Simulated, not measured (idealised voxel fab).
The name of this process module is voxel transistor to metal.
Square cell edge 5 nm, section width 285 nm, ID cut.
Cross-section layout: square cells on a grid; listed as bands, top to bottom; a band spans one or more cell rows.
Heights first: top, then bottom, in nm. Then materials, left to right, each with a width in nm. "everywhere" on a single material: fills the band edge to edge. "blank": empty space.
Heights are measured from 0, the level below which the as-received wafer is all one material; the lowest band has no bottom and continues downward, written as in "0 down".
A width such as "30->40" changes by the same amount from each row of cells to the next, from the band's top row to its bottom row.
The designation "nothing altered", where it is given for a processing step, indicates that no cell of the cross-section was altered in the course of that step.
In the "Enclosed internal voids" entry, you get each enclosed empty space of 8 cells or more, one with no open way to the top, written width x height at distance, distance from the left edge, in nm.
Read whatever lies past the settings on a step's line as the simulator's own remark about the step.
overlay nm: mask right of planned place by this much (step with mask). Neg. = left.
## Here's what the planned process steps look like
1. RECEIVE (material Si)
2. OXIDIZE (depth nm 5)
3. CONFORMAL_DEP (material SiN; thk nm 15)
4. DIRECTIONAL_DEP (material aC; thk nm 10)
5. PATTERN (tone cover; mask id ACTIVE; material resist; width nm 105; pitch nm 130; thk nm 30; overlay nm 0)
6. DIRECTIONAL_ETCH (etch materials aC; depth nm 10)
7. STRIP (etch materials resist)
8. DIRECTIONAL_ETCH (etch materials SiN; depth nm 15)
9. DIRECTIONAL_ETCH (etch materials SiO2; depth nm 5)
10. DIRECTIONAL_ETCH (etch materials Si; depth nm 25)
11. STRIP (etch materials aC)
12. FILL_DEP (material SiO2; thk nm 15)
13. CMP (height nm 15)
14. SELECTIVE_ETCH (etch materials SiO2; depth nm 5)
15. STRIP (etch materials SiN)
16. SELECTIVE_ETCH (etch materials SiO2; depth nm 5)
17. OXIDIZE (depth nm 5)
18. DIRECTIONAL_DEP (material polySi; thk nm 30)
19. DIRECTIONAL_DEP (material SiCN; thk nm 15)
20. MASKED_ETCH (tone cover; mask id GATE; width nm 35; pitch nm 130; etch materials SiCN; depth nm 25; overlay nm 0)
21. MASKED_ETCH (tone cover; mask id GATE; width nm 35; pitch nm 130; etch materials polySi; depth nm 40; overlay nm 0)
22. CONFORMAL_DEP (material SiN; thk nm 10)
23. DIRECTIONAL_ETCH (etch materials SiN; depth nm 10)
24. DIRECTIONAL_ETCH (etch materials SiO2; depth nm 5)
25. DIRECTIONAL_ETCH (etch materials Si; depth nm 15)
26. EPI (material SiGe; thk nm 20)
27. FILL_DEP (material SiO2; thk nm 10)
28. CMP (height nm 25)
29. STRIP (etch materials polySi)
30. SELECTIVE_ETCH (etch materials SiO2; depth nm 5)
31. CONFORMAL_DEP (material HfO2; thk nm 5)
32. CONFORMAL_DEP (material TiN; thk nm 5)
33. FILL_DEP (material W; thk nm 5)
34. CMP (height nm 20)
35. DIRECTIONAL_DEP (material SiO2; thk nm 10)
36. PATTERN (tone open; mask id CONTACT; material resist; width nm 15; thk nm 15; overlay nm 0)
37. DIRECTIONAL_ETCH (etch materials SiO2; depth nm 20)
38. STRIP (etch materials resist)
39. CONFORMAL_DEP (material TiN; thk nm 5)
40. FILL_DEP (material Ru; thk nm 10)
41. CMP (height nm 30)
42. DIRECTIONAL_DEP (material TiN; thk nm 5)
43. DIRECTIONAL_DEP (material W; thk nm 15)
44. DIRECTIONAL_DEP (material aC; thk nm 15)
45. PATTERN (tone cover; mask id METAL_1; material resist; width nm 15; thk nm 30; overlay nm 0)
46. DIRECTIONAL_ETCH (etch materials aC; depth nm 15)
47. STRIP (etch materials resist)
48. DIRECTIONAL_ETCH (etch materials W; depth nm 15)
49. DIRECTIONAL_ETCH (etch materials TiN; depth nm 5)
50. STRIP (etch materials aC)
51. FILL_DEP (material SiO2; thk nm 5)
52. CMP (height nm 50)
53. CONFORMAL_DEP (material SiCN; thk nm 5)
54. DIRECTIONAL_DEP (material lowk; thk nm 25)
55. MASKED_ETCH (tone open; mask id METAL_2; width nm 15; pitch nm 130; etch materials lowk; depth nm 15; overlay nm 0)
56. DIRECTIONAL_DEP (material aC; thk nm 15)
57. PATTERN (tone open; mask id METAL_2_HOLES; material resist; width nm 15; pitch nm 130; thk nm 30; overlay nm 0)
58. DIRECTIONAL_ETCH (etch materials aC; depth nm 15)
59. STRIP (etch materials resist)
60. DIRECTIONAL_ETCH (etch materials lowk; depth nm 10)
61. DIRECTIONAL_ETCH (etch materials SiCN; depth nm 5)
62. STRIP (etch materials aC)
63. CONFORMAL_DEP (material TiN; thk nm 5)
64. FILL_DEP (material Cu; thk nm 5)
65. CMP (height nm 80)
66. CONFORMAL_DEP (material SiCN; thk nm 5)
## Incoming wafer, cross-sectional view, post step 1
> 0 down | Si everywhere
> Enclosed internal voids: none
## The plan above was carried out on the starting structure above with one mistake, and this cross-section shows the wafer at the end of the module
> 85 to 80 | SiCN everywhere
> 80 to 55 | 30 lowk, then 5 TiN, then 5 Cu, then 5 TiN, then 115 lowk, then 5 TiN, then 5 Cu, then 5 TiN, then 110 lowk
> 55 to 50 | 30 SiCN, then 15 TiN, then 115 SiCN, then 15 TiN, then 110 SiCN
> 50 to 35 | 30 SiO2, then 15 W, then 65 SiO2, then 15 W, then 35 SiO2, then 15 W, then 65 SiO2, then 15 W, then 30 SiO2
> 35 to 30 | 30 SiO2, then 15 TiN, then 65 SiO2, then 15 TiN, then 35 SiO2, then 15 TiN, then 65 SiO2, then 15 TiN, then 30 SiO2
> 30 to 20 | 30 SiO2, then 5 TiN, then 5 Ru, then 5 TiN, then 65 SiO2, then 5 TiN, then 5 Ru, then 5 TiN, then 35 SiO2, then 5 TiN, then 5 Ru, then 5 TiN, then 65 SiO2, then 5 TiN, then 5 Ru, then 5 TiN, then 30 SiO2
> 20 to 15 | 30 SiO2, then 5 TiN, then 5 Ru, then 5 TiN, then 5 SiO2, then 10 SiN, then 5 HfO2, then 5 TiN, then 15 W, then 5 TiN, then 5 HfO2, then 10 SiN, then 5 SiO2, then 5 TiN, then 5 Ru, then 5 TiN, then 35 SiO2, then 5 TiN, then 5 Ru, then 5 TiN, then 5 SiO2, then 10 SiN, then 5 HfO2, then 5 TiN, then 15 W, then 5 TiN, then 5 HfO2, then 10 SiN, then 5 SiO2, then 5 TiN, then 5 Ru, then 5 TiN, then 30 SiO2
> 15 to 10 | 30 SiO2, then 15 TiN, then 5 SiO2, then 10 SiN, then 5 HfO2, then 5 TiN, then 15 W, then 5 TiN, then 5 HfO2, then 10 SiN, then 5 SiO2, then 15 TiN, then 35 SiO2, then 15 TiN, then 5 SiO2, then 10 SiN, then 5 HfO2, then 5 TiN, then 15 W, then 5 TiN, then 5 HfO2, then 10 SiN, then 5 SiO2, then 15 TiN, then 30 SiO2
> 10 to 5 | 35 SiO2, then 15 SiGe, then 10 SiN, then 5 HfO2, then 5 TiN, then 15 W, then 5 TiN, then 5 HfO2, then 10 SiN, then 35 SiGe, then 25 SiO2, then 15 SiGe, then 10 SiN, then 5 HfO2, then 5 TiN, then 15 W, then 5 TiN, then 5 HfO2, then 10 SiN, then 35 SiGe, then 15 SiO2
> 5 to 0 | 30 SiO2, then 10 SiN, then 10 SiGe, then 10 SiN, then 5 HfO2, then 5 TiN, then 15 W, then 5 TiN, then 5 HfO2, then 10 SiN, then 30 SiGe, then 10 SiN, then 15 SiO2, then 10 SiN, then 10 SiGe, then 10 SiN, then 5 HfO2, then 5 TiN, then 15 W, then 5 TiN, then 5 HfO2, then 10 SiN, then 30 SiGe, then 10 SiN, then 10 SiO2
> 0 to -5 | 30 SiO2, then 10 SiN, then 10 SiGe, then 10 SiN, then 5 HfO2, then 25 TiN, then 5 HfO2, then 10 SiN, then 30 SiGe, then 10 SiN, then 15 SiO2, then 10 SiN, then 10 SiGe, then 10 SiN, then 5 HfO2, then 25 TiN, then 5 HfO2, then 10 SiN, then 30 SiGe, then 10 SiN, then 10 SiO2
> -5 to -10 | 40 SiO2, then 10 SiGe, then 5 SiO2, then 45 HfO2, then 5 SiO2, then 30 SiGe, then 35 SiO2, then 10 SiGe, then 5 SiO2, then 45 HfO2, then 5 SiO2, then 30 SiGe, then 20 SiO2
> -10 to -25 | 35 SiO2, then 5 Si, then 10 SiGe, then 55 Si, then 30 SiGe, then 5 Si, then 25 SiO2, then 5 Si, then 10 SiGe, then 55 Si, then 30 SiGe, then 5 Si, then 15 SiO2
> -25 to -30 | 35 SiO2, then 105 Si, then 25 SiO2, then 105 Si, then 15 SiO2
> -30 down | Si everywhere
> Enclosed internal voids: none
Deviation from plan: contrary to plan, step 5 was performed as PATTERN (tone cover; mask id ACTIVE; material resist; width nm 105; pitch nm 130; thk nm 30; overlay nm 10)
